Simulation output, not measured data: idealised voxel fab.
The following process module bears the name voxel released beams.
Each square cell in cross-section cut measures 5 nm, and the section as a whole is 275 nm wide.
In what follows, cross-sections appear as grids of square cells, described through bands that run from the top down, where every band is one or more rows of cells.
The entry gives the band's vertical extent as a top height and a bottom height in nm, then its horizontal make-up as materials from left to right, each with a width in nm. "empty" stands for empty space; a single material marked "full width" fills the band edge to edge.
Below 0: as-received wafer, all one material; heights counted from there. Lowest band: no bottom, goes on down, written "0 -> down".
The expression "30->40" gives the width at the extremes of the band, the first number at its top row of cells and the second at its bottom row, with the width changing by equal amounts from each row to the next in between.
The cross-section has no changed cell in any step marked "nothing altered".
The entry titled "Closed internal voids" provides the empty spaces that have no open way to the top, restricted to those of 8 cells or more. Each is presented as width x height at distance, the distance being measured from the left edge, with all three in nm.
What comes after the settings on a step's line is commentary from the simulator itself on that step.
Each step line may optionally specify "overlay nm", which for a step with a mask gives the rightward distance between the mask's planned place and where it lay, a negative value indicating the leftward direction.
Pairs follow: section before one process step, section after it down to the lowest changed band, step with settings underneath. Pairs may come from different runs of this module on the same starting wafer; continuity with the pair above only as stated in the "Before step" entry.

[Before step]
0 -> down | Si full width
Closed internal voids: none

[Post-Process Section]
5 -> 0 | Al2O3 full width
Below a height of 0, the structure has not been altered.
Closed internal voids: none
Applied between the two views above: CONFORMAL_DEP, material Al2O3, thk nm 5

Before step: starting point is the after cross-section of the pair just above.

[Post-Process Section]
15 -> 5 | SiO2 full width
Below a height of 5, the structure has not been altered.
Closed internal voids: none
Applied between the two views above: DIRECTIONAL_DEP, material SiO2, thk nm 10

Before step: starting point is the after cross-section of the pair just above.

[Post-Process Section]
30 -> 15 | aC full width
Below a height of 15, the structure has not been altered.
Closed internal voids: none
Applied between the two views above: DIRECTIONAL_DEP, material aC, thk nm 15

Before step: starting point is the after cross-section of the pair just above.

[Post-Process Section]
65 -> 30 | resist 90 nm, then empty 45 nm, then resist 140 nm
Below a height of 30, the structure has not been altered.
Closed internal voids: none
Applied between the two views above: PATTERN, tone open, mask id ANCHOR, material resist, width nm 45, thk nm 35, overlay nm 0

Before step: starting point is the after cross-section of the pair just above.

[Post-Process Section]
50 -> 30 | resist 90 nm, then empty 45 nm, then resist 140 nm
30 -> 15 | aC 90 nm, then empty 45 nm, then aC 140 nm
Below a height of 15, the structure has not been altered.
Closed internal voids: none
Applied between the two views above: DIRECTIONAL_ETCH, etch materials aC, depth nm 15

Before step: starting point is the after cross-section of the pair just above.

[Post-Process Section]
30 -> 15 | aC 90 nm, then empty 45 nm, then aC 140 nm
Below a height of 15, the structure has not been altered.
Closed internal voids: none
Applied between the two views above: STRIP, etch materials resist

Before step: starting point is the after cross-section of the pair just above.

[Post-Process Section]
30 -> 15 | aC 90 nm, then empty 45 nm, then aC 140 nm
15 -> 5 | SiO2 90 nm, then empty 45 nm, then SiO2 140 nm
Below a height of 5, the structure has not been altered.
Closed internal voids: none
Applied between the two views above: DIRECTIONAL_ETCH, etch materials SiO2, depth nm 10

Before step: starting point is the after cross-section of the pair just above.

[Post-Process Section]
15 -> 5 | SiO2 90 nm, then empty 45 nm, then SiO2 140 nm
Below a height of 5, the structure has not been altered.
Closed internal voids: none
Applied between the two views above: STRIP, etch materials aC

Before step: starting point is the after cross-section of the pair just above.

[Post-Process Section]
30 -> 20 | polySi 105 nm, then empty 15 nm, then polySi 155 nm
20 -> 15 | polySi full width
15 -> 5 | SiO2 90 nm, then polySi 45 nm, then SiO2 140 nm
Below a height of 5, the structure has not been altered.
Closed internal voids: none
Applied between the two views above: CONFORMAL_DEP, material polySi, thk nm 15

Before step: starting point is the after cross-section of the pair just above.

[Post-Process Section]
50 -> 30 | empty 85 nm, then resist 95 nm, then empty 95 nm
30 -> 20 | polySi 105 nm, then resist 15 nm, then polySi 155 nm
Below a height of 20, the structure has not been altered.
Closed internal voids: none
Applied between the two views above: PATTERN, tone cover, mask id BEAM, material resist, width nm 95, thk nm 20, overlay nm 0

Before step: starting point is the after cross-section of the pair just above.

[Post-Process Section]
50 -> 30 | empty 85 nm, then resist 95 nm, then empty 95 nm
30 -> 20 | empty 85 nm, then polySi 20 nm, then resist 15 nm, then polySi 60 nm, then empty 95 nm
20 -> 15 | empty 85 nm, then polySi 95 nm, then empty 95 nm
Below a height of 15, the structure has not been altered.
Closed internal voids: none
Applied between the two views above: DIRECTIONAL_ETCH, etch materials polySi, depth nm 15

Before step: starting point is the after cross-section of the pair just above.

[Post-Process Section]
30 -> 20 | empty 85 nm, then polySi 20 nm, then empty 15 nm, then polySi 60 nm, then empty 95 nm
Below a height of 20, the structure has not been altered.
Closed internal voids: none
Applied between the two views above: STRIP, etch materials resist

Before step: starting point is the after cross-section of the pair just above.

[Post-Process Section]
30 -> 20 | empty 85 nm, then polySi 20 nm, then empty 15 nm, then polySi 60 nm, then empty 95 nm
20 -> 15 | empty 85 nm, then polySi 95 nm, then empty 95 nm
15 -> 5 | empty 90 nm, then polySi 45 nm, then empty 140 nm
Below a height of 5, the structure has not been altered.
Closed internal voids: none
Applied between the two views above: STRIP, etch materials SiO2

[Before step]
0 -> down | Si full width
Closed internal voids: none

[Post-Process Section]
10 -> 0 | SiO2 full width
Below a height of 0, the structure has not been altered.
Closed internal voids: none
Applied between the two views above: DIRECTIONAL_DEP, material SiO2, thk nm 10

Before step: starting point is the after cross-section of the pair just above.

[Post-Process Section]
25 -> 10 | aC full width
Below a height of 10, the structure has not been altered.
Closed internal voids: none
Applied between the two views above: DIRECTIONAL_DEP, material aC, thk nm 15

Before step: starting point is the after cross-section of the pair just above.

[Post-Process Section]
60 -> 25 | resist 90 nm, then empty 45 nm, then resist 140 nm
Below a height of 25, the structure has not been altered.
Closed internal voids: none
Applied between the two views above: PATTERN, tone open, mask id ANCHOR, material resist, width nm 45, thk nm 35, overlay nm 0

Before step: starting point is the after cross-section of the pair just above.

[Post-Process Section]
45 -> 25 | resist 90 nm, then empty 45 nm, then resist 140 nm
25 -> 10 | aC 90 nm, then empty 45 nm, then aC 140 nm
Below a height of 10, the structure has not been altered.
Closed internal voids: none
Applied between the two views above: DIRECTIONAL_ETCH, etch materials aC, depth nm 15

Before step: starting point is the after cross-section of the pair just above.

[Post-Process Section]
25 -> 10 | aC 90 nm, then empty 45 nm, then aC 140 nm
Below a height of 10, the structure has not been altered.
Closed internal voids: none
Applied between the two views above: STRIP, etch materials resist

Before step: starting point is the after cross-section of the pair just above.

[Post-Process Section]
25 -> 10 | aC 90 nm, then empty 45 nm, then aC 140 nm
10 -> 0 | SiO2 90 nm, then empty 45 nm, then SiO2 140 nm
Below a height of 0, the structure has not been altered.
Closed internal voids: none
Applied between the two views above: DIRECTIONAL_ETCH, etch materials SiO2, depth nm 10

Before step: starting point is the after cross-section of the pair just above.

[Post-Process Section]
10 -> 0 | SiO2 90 nm, then empty 45 nm, then SiO2 140 nm
Below a height of 0, the structure has not been altered.
Closed internal voids: none
Applied between the two views above: STRIP, etch materials aC

Before step: starting point is the after cross-section of the pair just above.

[Post-Process Section]
25 -> 15 | polySi 105 nm, then empty 15 nm, then polySi 155 nm
15 -> 10 | polySi full width
10 -> 0 | SiO2 90 nm, then polySi 45 nm, then SiO2 140 nm
Below a height of 0, the structure has not been altered.
Closed internal voids: none
Applied between the two views above: CONFORMAL_DEP, material polySi, thk nm 15

Before step: starting point is the after cross-section of the pair just above.

[Post-Process Section]
45 -> 25 | empty 85 nm, then resist 95 nm, then empty 95 nm
25 -> 15 | polySi 105 nm, then resist 15 nm, then polySi 155 nm
Below a height of 15, the structure has not been altered.
Closed internal voids: none
Applied between the two views above: PATTERN, tone cover, mask id BEAM, material resist, width nm 95, thk nm 20, overlay nm 0

Before step: starting point is the after cross-section of the pair just above.

[Post-Process Section]
45 -> 25 | empty 85 nm, then resist 95 nm, then empty 95 nm
25 -> 15 | empty 85 nm, then polySi 20 nm, then resist 15 nm, then polySi 60 nm, then empty 95 nm
15 -> 10 | empty 85 nm, then polySi 95 nm, then empty 95 nm
Below a height of 10, the structure has not been altered.
Closed internal voids: none
Applied between the two views above: DIRECTIONAL_ETCH, etch materials polySi, depth nm 15

Before step: starting point is the after cross-section of the pair just above.

[Post-Process Section]
25 -> 15 | empty 85 nm, then polySi 20 nm, then empty 15 nm, then polySi 60 nm, then empty 95 nm
Below a height of 15, the structure has not been altered.
Closed internal voids: none
Applied between the two views above: STRIP, etch materials resist

Before step: starting point is the after cross-section of the pair just above.

[Post-Process Section]
25 -> 15 | empty 85 nm, then polySi 20 nm, then empty 15 nm, then polySi 60 nm, then empty 95 nm
15 -> 10 | empty 85 nm, then polySi 95 nm, then empty 95 nm
10 -> 0 | empty 90 nm, then polySi 45 nm, then empty 140 nm
Below a height of 0, the structure has not been altered.
Closed internal voids: none
Applied between the two views above: STRIP, etch materials SiO2

[Before step]
30 -> 20 | polySi 105 nm, then empty 15 nm, then polySi 155 nm
20 -> 15 | polySi full width
15 -> 5 | SiO2 90 nm, then polySi 45 nm, then SiO2 140 nm
5 -> 0 | Al2O3 full width
0 -> down | Si full width
Closed internal voids: none

[Post-Process Section]
45 -> 15 | polySi full width
Below a height of 15, the structure has not been altered.
Closed internal voids: none
Applied between the two views above: CONFORMAL_DEP, material polySi, thk nm 15

Before step: starting point is the after cross-section of the pair just above.

[Post-Process Section]
65 -> 45 | empty 85 nm, then resist 95 nm, then empty 95 nm
Below a height of 45, the structure has not been altered.
Closed internal voids: none
Applied between the two views above: PATTERN, tone cover, mask id BEAM, material resist, width nm 95, thk nm 20, overlay nm 0

Before step: starting point is the after cross-section of the pair just above.

[Post-Process Section]
65 -> 45 | empty 85 nm, then resist 95 nm, then empty 95 nm
45 -> 30 | empty 85 nm, then polySi 95 nm, then empty 95 nm
Below a height of 30, the structure has not been altered.
Closed internal voids: none
Applied between the two views above: DIRECTIONAL_ETCH, etch materials polySi, depth nm 15

Before step: starting point is the after cross-section of the pair just above.

[Post-Process Section]
45 -> 30 | empty 85 nm, then polySi 95 nm, then empty 95 nm
Below a height of 30, the structure has not been altered.
Closed internal voids: none
Applied between the two views above: STRIP, etch materials resist

[Before step]
10 -> 0 | SiO2 full width
0 -> down | Si full width
Closed internal voids: none

[Post-Process Section]
15 -> 10 | Al2O3 full width
Below a height of 10, the structure has not been altered.
Closed internal voids: none
Applied between the two views above: CONFORMAL_DEP, material Al2O3, thk nm 5

Before step: starting point is the after cross-section of the pair just above.

[Post-Process Section]
30 -> 15 | aC full width
Below a height of 15, the structure has not been altered.
Closed internal voids: none
Applied between the two views above: DIRECTIONAL_DEP, material aC, thk nm 15

Before step: starting point is the after cross-section of the pair just above.

[Post-Process Section]
65 -> 30 | resist 90 nm, then empty 45 nm, then resist 140 nm
Below a height of 30, the structure has not been altered.
Closed internal voids: none
Applied between the two views above: PATTERN, tone open, mask id ANCHOR, material resist, width nm 45, thk nm 35, overlay nm 0

Before step: starting point is the after cross-section of the pair just above.

[Post-Process Section]
50 -> 30 | resist 90 nm, then empty 45 nm, then resist 140 nm
30 -> 15 | aC 90 nm, then empty 45 nm, then aC 140 nm
Below a height of 15, the structure has not been altered.
Closed internal voids: none
Applied between the two views above: DIRECTIONAL_ETCH, etch materials aC, depth nm 15

Before step: starting point is the after cross-section of the pair just above.

[Post-Process Section]
30 -> 15 | aC 90 nm, then empty 45 nm, then aC 140 nm
Below a height of 15, the structure has not been altered.
Closed internal voids: none
Applied between the two views above: STRIP, etch materials resist

Before step: starting point is the after cross-section of the pair just above.

[Post-Process Section]
15 -> 10 | Al2O3 full width
Below a height of 10, the structure has not been altered.
Closed internal voids: none
Applied between the two views above: STRIP, etch materials aC

Before step: starting point is the after cross-section of the pair just above.

[Post-Process Section]
30 -> 15 | polySi full width
Below a height of 15, the structure has not been altered.
Closed internal voids: none
Applied between the two views above: CONFORMAL_DEP, material polySi, thk nm 15

Before step: starting point is the after cross-section of the pair just above.

[Post-Process Section]
50 -> 30 | empty 85 nm, then resist 95 nm, then empty 95 nm
Below a height of 30, the structure has not been altered.
Closed internal voids: none
Applied between the two views above: PATTERN, tone cover, mask id BEAM, material resist, width nm 95, thk nm 20, overlay nm 0

Before step: starting point is the after cross-section of the pair just above.

[Post-Process Section]
50 -> 30 | empty 85 nm, then resist 95 nm, then empty 95 nm
30 -> 15 | empty 85 nm, then polySi 95 nm, then empty 95 nm
Below a height of 15, the structure has not been altered.
Closed internal voids: none
Applied between the two views above: DIRECTIONAL_ETCH, etch materials polySi, depth nm 15

Before step: starting point is the after cross-section of the pair just above.

[Post-Process Section]
30 -> 15 | empty 85 nm, then polySi 95 nm, then empty 95 nm
Below a height of 15, the structure has not been altered.
Closed internal voids: none
Applied between the two views above: STRIP, etch materials resist

[Before step]
15 -> 5 | SiO2 90 nm, then empty 45 nm, then SiO2 140 nm
5 -> 0 | Al2O3 full width
0 -> down | Si full width
Closed internal voids: none

[Post-Process Section]
35 -> 25 | polySi 110 nm, then empty 5 nm, then polySi 160 nm
25 -> 15 | polySi full width
15 -> 5 | SiO2 90 nm, then polySi 45 nm, then SiO2 140 nm
Below a height of 5, the structure has not been altered.
Closed internal voids: none
Applied between the two views above: CONFORMAL_DEP, material polySi, thk nm 20

Before step: starting point is the after cross-section of the pair just above.

[Post-Process Section]
55 -> 35 | empty 85 nm, then resist 95 nm, then empty 95 nm
35 -> 25 | polySi 110 nm, then resist 5 nm, then polySi 160 nm
Below a height of 25, the structure has not been altered.
Closed internal voids: none
Applied between the two views above: PATTERN, tone cover, mask id BEAM, material resist, width nm 95, thk nm 20, overlay nm 0

Before step: starting point is the after cross-section of the pair just above.

[Post-Process Section]
55 -> 35 | empty 85 nm, then resist 95 nm, then empty 95 nm
35 -> 25 | empty 85 nm, then polySi 25 nm, then resist 5 nm, then polySi 65 nm, then empty 95 nm
25 -> 20 | empty 85 nm, then polySi 95 nm, then empty 95 nm
Below a height of 20, the structure has not been altered.
Closed internal voids: none
Applied between the two views above: DIRECTIONAL_ETCH, etch materials polySi, depth nm 15

Before step: starting point is the after cross-section of the pair just above.

[Post-Process Section]
35 -> 25 | empty 85 nm, then polySi 25 nm, then empty 5 nm, then polySi 65 nm, then empty 95 nm
Below a height of 25, the structure has not been altered.
Closed internal voids: none
Applied between the two views above: STRIP, etch materials resist

[Before step]
30 -> 15 | aC full width
15 -> 5 | SiO2 full width
5 -> 0 | Al2O3 full width
0 -> down | Si full width
Closed internal voids: none

[Post-Process Section]
65 -> 30 | resist 85 nm, then empty 55 nm, then resist 135 nm
Below a height of 30, the structure has not been altered.
Closed internal voids: none
Applied between the two views above: PATTERN, tone open, mask id ANCHOR, material resist, width nm 55, thk nm 35, overlay nm 0

Before step: starting point is the after cross-section of the pair just above.

[Post-Process Section]
50 -> 30 | resist 85 nm, then empty 55 nm, then resist 135 nm
30 -> 15 | aC 85 nm, then empty 55 nm, then aC 135 nm
Below a height of 15, the structure has not been altered.
Closed internal voids: none
Applied between the two views above: DIRECTIONAL_ETCH, etch materials aC, depth nm 15

Before step: starting point is the after cross-section of the pair just above.

[Post-Process Section]
30 -> 15 | aC 85 nm, then empty 55 nm, then aC 135 nm
Below a height of 15, the structure has not been altered.
Closed internal voids: none
Applied between the two views above: STRIP, etch materials resist

Before step: starting point is the after cross-section of the pair just above.

[Post-Process Section]
30 -> 15 | aC 85 nm, then empty 55 nm, then aC 135 nm
15 -> 5 | SiO2 85 nm, then empty 55 nm, then SiO2 135 nm
Below a height of 5, the structure has not been altered.
Closed internal voids: none
Applied between the two views above: DIRECTIONAL_ETCH, etch materials SiO2, depth nm 10

Before step: starting point is the after cross-section of the pair just above.

[Post-Process Section]
15 -> 5 | SiO2 85 nm, then empty 55 nm, then SiO2 135 nm
Below a height of 5, the structure has not been altered.
Closed internal voids: none
Applied between the two views above: STRIP, etch materials aC

Before step: starting point is the after cross-section of the pair just above.

[Post-Process Section]
30 -> 20 | polySi 100 nm, then empty 25 nm, then polySi 150 nm
20 -> 15 | polySi full width
15 -> 5 | SiO2 85 nm, then polySi 55 nm, then SiO2 135 nm
Below a height of 5, the structure has not been altered.
Closed internal voids: none
Applied between the two views above: CONFORMAL_DEP, material polySi, thk nm 15

Before step: starting point is the after cross-section of the pair just above.

[Post-Process Section]
50 -> 30 | empty 85 nm, then resist 95 nm, then empty 95 nm
30 -> 20 | polySi 100 nm, then resist 25 nm, then polySi 150 nm
Below a height of 20, the structure has not been altered.
Closed internal voids: none
Applied between the two views above: PATTERN, tone cover, mask id BEAM, material resist, width nm 95, thk nm 20, overlay nm 0

Before step: starting point is the after cross-section of the pair just above.

[Post-Process Section]
50 -> 30 | empty 85 nm, then resist 95 nm, then empty 95 nm
30 -> 20 | empty 85 nm, then polySi 15 nm, then resist 25 nm, then polySi 55 nm, then empty 95 nm
20 -> 15 | empty 85 nm, then polySi 95 nm, then empty 95 nm
Below a height of 15, the structure has not been altered.
Closed internal voids: none
Applied between the two views above: DIRECTIONAL_ETCH, etch materials polySi, depth nm 15

Before step: starting point is the after cross-section of the pair just above.

[Post-Process Section]
30 -> 20 | empty 85 nm, then polySi 15 nm, then empty 25 nm, then polySi 55 nm, then empty 95 nm
Below a height of 20, the structure has not been altered.
Closed internal voids: none
Applied between the two views above: STRIP, etch materials resist

Before step: starting point is the after cross-section of the pair just above.

[Post-Process Section]
30 -> 20 | empty 85 nm, then polySi 15 nm, then empty 25 nm, then polySi 55 nm, then empty 95 nm
20 -> 15 | empty 85 nm, then polySi 95 nm, then empty 95 nm
15 -> 5 | empty 85 nm, then polySi 55 nm, then empty 135 nm
Below a height of 5, the structure has not been altered.
Closed internal voids: none
Applied between the two views above: STRIP, etch materials SiO2

[Before step]
30 -> 15 | aC full width
15 -> 5 | SiO2 full width
5 -> 0 | Al2O3 full width
0 -> down | Si full width
Closed internal voids: none

[Post-Process Section]
65 -> 30 | resist 95 nm, then empty 45 nm, then resist 135 nm
Below a height of 30, the structure has not been altered.
Closed internal voids: none
Applied between the two views above: PATTERN, tone open, mask id ANCHOR, material resist, width nm 45, thk nm 35, overlay nm 5

Before step: starting point is the after cross-section of the pair just above.

[Post-Process Section]
50 -> 30 | resist 95 nm, then empty 45 nm, then resist 135 nm
30 -> 15 | aC 95 nm, then empty 45 nm, then aC 135 nm
Below a height of 15, the structure has not been altered.
Closed internal voids: none
Applied between the two views above: DIRECTIONAL_ETCH, etch materials aC, depth nm 15

Before step: starting point is the after cross-section of the pair just above.

[Post-Process Section]
30 -> 15 | aC 95 nm, then empty 45 nm, then aC 135 nm
Below a height of 15, the structure has not been altered.
Closed internal voids: none
Applied between the two views above: STRIP, etch materials resist

Before step: starting point is the after cross-section of the pair just above.

[Post-Process Section]
30 -> 15 | aC 95 nm, then empty 45 nm, then aC 135 nm
15 -> 5 | SiO2 95 nm, then empty 45 nm, then SiO2 135 nm
Below a height of 5, the structure has not been altered.
Closed internal voids: none
Applied between the two views above: DIRECTIONAL_ETCH, etch materials SiO2, depth nm 10

Before step: starting point is the after cross-section of the pair just above.

[Post-Process Section]
15 -> 5 | SiO2 95 nm, then empty 45 nm, then SiO2 135 nm
Below a height of 5, the structure has not been altered.
Closed internal voids: none
Applied between the two views above: STRIP, etch materials aC

Before step: starting point is the after cross-section of the pair just above.

[Post-Process Section]
30 -> 20 | polySi 110 nm, then empty 15 nm, then polySi 150 nm
20 -> 15 | polySi full width
15 -> 5 | SiO2 95 nm, then polySi 45 nm, then SiO2 135 nm
Below a height of 5, the structure has not been altered.
Closed internal voids: none
Applied between the two views above: CONFORMAL_DEP, material polySi, thk nm 15

Before step: starting point is the after cross-section of the pair just above.

[Post-Process Section]
50 -> 30 | empty 85 nm, then resist 95 nm, then empty 95 nm
30 -> 20 | polySi 110 nm, then resist 15 nm, then polySi 150 nm
Below a height of 20, the structure has not been altered.
Closed internal voids: none
Applied between the two views above: PATTERN, tone cover, mask id BEAM, material resist, width nm 95, thk nm 20, overlay nm 0

Before step: starting point is the after cross-section of the pair just above.

[Post-Process Section]
50 -> 30 | empty 85 nm, then resist 95 nm, then empty 95 nm
30 -> 20 | empty 85 nm, then polySi 25 nm, then resist 15 nm, then polySi 55 nm, then empty 95 nm
20 -> 15 | empty 85 nm, then polySi 95 nm, then empty 95 nm
Below a height of 15, the structure has not been altered.
Closed internal voids: none
Applied between the two views above: DIRECTIONAL_ETCH, etch materials polySi, depth nm 15

Before step: starting point is the after cross-section of the pair just above.

[Post-Process Section]
30 -> 20 | empty 85 nm, then polySi 25 nm, then empty 15 nm, then polySi 55 nm, then empty 95 nm
Below a height of 20, the structure has not been altered.
Closed internal voids: none
Applied between the two views above: STRIP, etch materials resist

Before step: starting point is the after cross-section of the pair just above.

[Post-Process Section]
30 -> 20 | empty 85 nm, then polySi 25 nm, then empty 15 nm, then polySi 55 nm, then empty 95 nm
20 -> 15 | empty 85 nm, then polySi 95 nm, then empty 95 nm
15 -> 5 | empty 95 nm, then polySi 45 nm, then empty 135 nm
Below a height of 5, the structure has not been altered.
Closed internal voids: none
Applied between the two views above: STRIP, etch materials SiO2

[Before step]
0 -> down | Si full width
Closed internal voids: none

[Post-Process Section]
5 -> 0 | polySi full width
Below a height of 0, the structure has not been altered.
Closed internal voids: none
Applied between the two views above: CONFORMAL_DEP, material polySi, thk nm 5

Before step: starting point is the after cross-section of the pair just above.

[Post-Process Section]
15 -> 5 | SiO2 full width
Below a height of 5, the structure has not been altered.
Closed internal voids: none
Applied between the two views above: DIRECTIONAL_DEP, material SiO2, thk nm 10

Before step: starting point is the after cross-section of the pair just above.

[Post-Process Section]
30 -> 15 | aC full width
Below a height of 15, the structure has not been altered.
Closed internal voids: none
Applied between the two views above: DIRECTIONAL_DEP, material aC, thk nm 15

Before step: starting point is the after cross-section of the pair just above.

[Post-Process Section]
65 -> 30 | resist 90 nm, then empty 45 nm, then resist 140 nm
Below a height of 30, the structure has not been altered.
Closed internal voids: none
Applied between the two views above: PATTERN, tone open, mask id ANCHOR, material resist, width nm 45, thk nm 35, overlay nm 0

Before step: starting point is the after cross-section of the pair just above.

[Post-Process Section]
50 -> 30 | resist 90 nm, then empty 45 nm, then resist 140 nm
30 -> 15 | aC 90 nm, then empty 45 nm, then aC 140 nm
Below a height of 15, the structure has not been altered.
Closed internal voids: none
Applied between the two views above: DIRECTIONAL_ETCH, etch materials aC, depth nm 15

Before step: starting point is the after cross-section of the pair just above.

[Post-Process Section]
30 -> 15 | aC 90 nm, then empty 45 nm, then aC 140 nm
Below a height of 15, the structure has not been altered.
Closed internal voids: none
Applied between the two views above: STRIP, etch materials resist

Before step: starting point is the after cross-section of the pair just above.

[Post-Process Section]
30 -> 15 | aC 90 nm, then empty 45 nm, then aC 140 nm
15 -> 5 | SiO2 90 nm, then empty 45 nm, then SiO2 140 nm
Below a height of 5, the structure has not been altered.
Closed internal voids: none
Applied between the two views above: DIRECTIONAL_ETCH, etch materials SiO2, depth nm 10

Before step: starting point is the after cross-section of the pair just above.

[Post-Process Section]
15 -> 5 | SiO2 90 nm, then empty 45 nm, then SiO2 140 nm
Below a height of 5, the structure has not been altered.
Closed internal voids: none
Applied between the two views above: STRIP, etch materials aC

Before step: starting point is the after cross-section of the pair just above.

[Post-Process Section]
30 -> 20 | polySi 105 nm, then empty 15 nm, then polySi 155 nm
20 -> 15 | polySi full width
15 -> 5 | SiO2 90 nm, then polySi 45 nm, then SiO2 140 nm
Below a height of 5, the structure has not been altered.
Closed internal voids: none
Applied between the two views above: CONFORMAL_DEP, material polySi, thk nm 15

Before step: starting point is the after cross-section of the pair just above.

[Post-Process Section]
50 -> 30 | empty 85 nm, then resist 95 nm, then empty 95 nm
30 -> 20 | polySi 105 nm, then resist 15 nm, then polySi 155 nm
Below a height of 20, the structure has not been altered.
Closed internal voids: none
Applied between the two views above: PATTERN, tone cover, mask id BEAM, material resist, width nm 95, thk nm 20, overlay nm 0

Before step: starting point is the after cross-section of the pair just above.

[Post-Process Section]
50 -> 30 | empty 85 nm, then resist 95 nm, then empty 95 nm
30 -> 20 | empty 85 nm, then polySi 20 nm, then resist 15 nm, then polySi 60 nm, then empty 95 nm
20 -> 15 | empty 85 nm, then polySi 95 nm, then empty 95 nm
Below a height of 15, the structure has not been altered.
Closed internal voids: none
Applied between the two views above: DIRECTIONAL_ETCH, etch materials polySi, depth nm 15

Before step: starting point is the after cross-section of the pair just above.

[Post-Process Section]
30 -> 20 | empty 85 nm, then polySi 20 nm, then empty 15 nm, then polySi 60 nm, then empty 95 nm
Below a height of 20, the structure has not been altered.
Closed internal voids: none
Applied between the two views above: STRIP, etch materials resist

Before step: starting point is the after cross-section of the pair just above.

[Post-Process Section]
30 -> 20 | empty 85 nm, then polySi 20 nm, then empty 15 nm, then polySi 60 nm, then empty 95 nm
20 -> 15 | empty 85 nm, then polySi 95 nm, then empty 95 nm
15 -> 5 | empty 90 nm, then polySi 45 nm, then empty 140 nm
Below a height of 5, the structure has not been altered.
Closed internal voids: none
Applied between the two views above: STRIP, etch materials SiO2

[Before step]
30 -> 15 | aC full width
15 -> 5 | SiO2 full width
5 -> 0 | Al2O3 full width
0 -> down | Si full width
Closed internal voids: none

[Post-Process Section]
65 -> 30 | empty 90 nm, then resist 45 nm, then empty 140 nm
Below a height of 30, the structure has not been altered.
Closed internal voids: none
Applied between the two views above: PATTERN, tone cover, mask id ANCHOR, material resist, width nm 45, thk nm 35, overlay nm 0

Before step: starting point is the after cross-section of the pair just above.

[Post-Process Section]
50 -> 30 | empty 90 nm, then resist 45 nm, then empty 140 nm
30 -> 15 | empty 90 nm, then aC 45 nm, then empty 140 nm
Below a height of 15, the structure has not been altered.
Closed internal voids: none
Applied between the two views above: DIRECTIONAL_ETCH, etch materials aC, depth nm 15

Before step: starting point is the after cross-section of the pair just above.

[Post-Process Section]
30 -> 15 | empty 90 nm, then aC 45 nm, then empty 140 nm
Below a height of 15, the structure has not been altered.
Closed internal voids: none
Applied between the two views above: STRIP, etch materials resist

Before step: starting point is the after cross-section of the pair just above.

[Post-Process Section]
30 -> 15 | empty 90 nm, then aC 45 nm, then empty 140 nm
15 -> 5 | empty 90 nm, then SiO2 45 nm, then empty 140 nm
Below a height of 5, the structure has not been altered.
Closed internal voids: none
Applied between the two views above: DIRECTIONAL_ETCH, etch materials SiO2, depth nm 10

Before step: starting point is the after cross-section of the pair just above.

[Post-Process Section]
15 -> 5 | empty 90 nm, then SiO2 45 nm, then empty 140 nm
Below a height of 5, the structure has not been altered.
Closed internal voids: none
Applied between the two views above: STRIP, etch materials aC

Before step: starting point is the after cross-section of the pair just above.

[Post-Process Section]
30 -> 20 | empty 75 nm, then polySi 75 nm, then empty 125 nm
20 -> 15 | polySi full width
15 -> 5 | polySi 90 nm, then SiO2 45 nm, then polySi 140 nm
Below a height of 5, the structure has not been altered.
Closed internal voids: none
Applied between the two views above: CONFORMAL_DEP, material polySi, thk nm 15

Before step: starting point is the after cross-section of the pair just above.

[Post-Process Section]
50 -> 30 | empty 85 nm, then resist 95 nm, then empty 95 nm
30 -> 20 | empty 75 nm, then polySi 75 nm, then resist 30 nm, then empty 95 nm
Below a height of 20, the structure has not been altered.
Closed internal voids: none
Applied between the two views above: PATTERN, tone cover, mask id BEAM, material resist, width nm 95, thk nm 20, overlay nm 0

Before step: starting point is the after cross-section of the pair just above.

[Post-Process Section]
50 -> 30 | empty 85 nm, then resist 95 nm, then empty 95 nm
30 -> 20 | empty 85 nm, then polySi 65 nm, then resist 30 nm, then empty 95 nm
20 -> 15 | empty 85 nm, then polySi 95 nm, then empty 95 nm
15 -> 5 | empty 75 nm, then polySi 15 nm, then SiO2 45 nm, then polySi 45 nm, then empty 95 nm
Below a height of 5, the structure has not been altered.
Closed internal voids: none
Applied between the two views above: DIRECTIONAL_ETCH, etch materials polySi, depth nm 15

Before step: starting point is the after cross-section of the pair just above.

[Post-Process Section]
30 -> 20 | empty 85 nm, then polySi 65 nm, then empty 125 nm
Below a height of 20, the structure has not been altered.
Closed internal voids: none
Applied between the two views above: STRIP, etch materials resist
